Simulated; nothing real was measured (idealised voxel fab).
process module | voxel self aligned contacts
cross-section cut | 225 nm wide | cells 5 nm
A cross-section is a grid of square cells, given in bands from the top down. A band is one or more rows of cells.
Each band's line starts with the height of the band's top and of its bottom, in nm. Then come its materials from left to right, each with its width in nm. One material with "throughout" fills the band from edge to edge. "air" is empty space.
Height 0 is the level under which the wafer as received is all one material. The lowest band goes on downwards, as in "0 down".
A width such as "30 to 40" changes by the same amount from each row of cells to the next, from the band's top row to its bottom row.
"no change" after a step means that no cell of the cross-section changed.
closed voids: empty space of 8 cells or more with no open way to the top, each as width x height at its distance from the left edge, in nm
after a step's settings: what the simulator itself notes on the step
overlay nm, on a step with a mask: how far to the right of its planned place the mask lay; to the left if negative
plan
1 op RECEIVE | material Si
2 op CONFORMAL_DEP | material SiO2 | thk nm 5
3 op DIRECTIONAL_DEP | material polySi | thk nm 30
4 op DIRECTIONAL_DEP | material SiN | thk nm 15
5 op DIRECTIONAL_DEP | material aC | thk nm 15
6 op PATTERN | tone cover | mask id GATE | material resist | width nm 30 | pitch nm 65 | thk nm 35 | overlay nm 0
7 op DIRECTIONAL_ETCH | etch materials aC | depth nm 15
8 op STRIP | etch materials resist
9 op DIRECTIONAL_ETCH | etch materials SiN | depth nm 15
10 op DIRECTIONAL_ETCH | etch materials polySi | depth nm 30
11 op STRIP | etch materials aC
12 op CONFORMAL_DEP | material SiN | thk nm 5
13 op DIRECTIONAL_ETCH | etch materials SiN | depth nm 5
14 op FILL_DEP | material SiO2 | thk nm 15
15 op CMP | height nm 55
16 op MASKED_ETCH | tone open | mask id CONTACT | width nm 45 | etch materials SiO2 | depth nm 55 | overlay nm 0
17 op CONFORMAL_DEP | material TiN | thk nm 5
18 op FILL_DEP | material W | thk nm 5
19 op CMP | height nm 55
20 op CONFORMAL_DEP | material SiN | thk nm 5
as received, after step 1
  0 down: Si throughout
  closed voids: none
first wafer at the end, as planned
  60 to 55: SiN throughout
  55 to 50: SiO2 90 | TiN 15 | W 15 | TiN 15 | SiO2 90
  50 to 35: SiO2 60 | SiN 40 | TiN 5 | W 15 | TiN 5 | SiN 40 | SiO2 60
  35 to 5: SiO2 60 | SiN 5 | polySi 30 | SiN 5 | TiN 5 | W 15 | TiN 5 | SiN 5 | polySi 30 | SiN 5 | SiO2 60
  5 to 0: SiO2 100 | TiN 25 | SiO2 100
  0 down: Si throughout
  closed voids: none
second wafer at the end: like start, like plan, one mistake
  60 to 55: SiN throughout
  55 to 50: SiO2 90 | TiN 10 | W 25 | TiN 10 | SiO2 90
  50 to 35: SiO2 65 | SiN 30 | TiN 5 | W 25 | TiN 5 | SiN 30 | SiO2 65
  35 to 5: SiO2 65 | SiN 5 | polySi 20 | SiN 5 | TiN 5 | W 25 | TiN 5 | SiN 5 | polySi 20 | SiN 5 | SiO2 65
  5 to 0: SiO2 95 | TiN 35 | SiO2 95
  0 down: Si throughout
  closed voids: none
what went wrong: step 6 ran as: op PATTERN | tone cover | mask id GATE | material resist | width nm 20 | pitch nm 65 | thk nm 35 | overlay nm 0
at the end the second wafer has, in cells: 12 fewer of SiN | 16 more of SiO2 | 20 more of W | 24 fewer of polySi
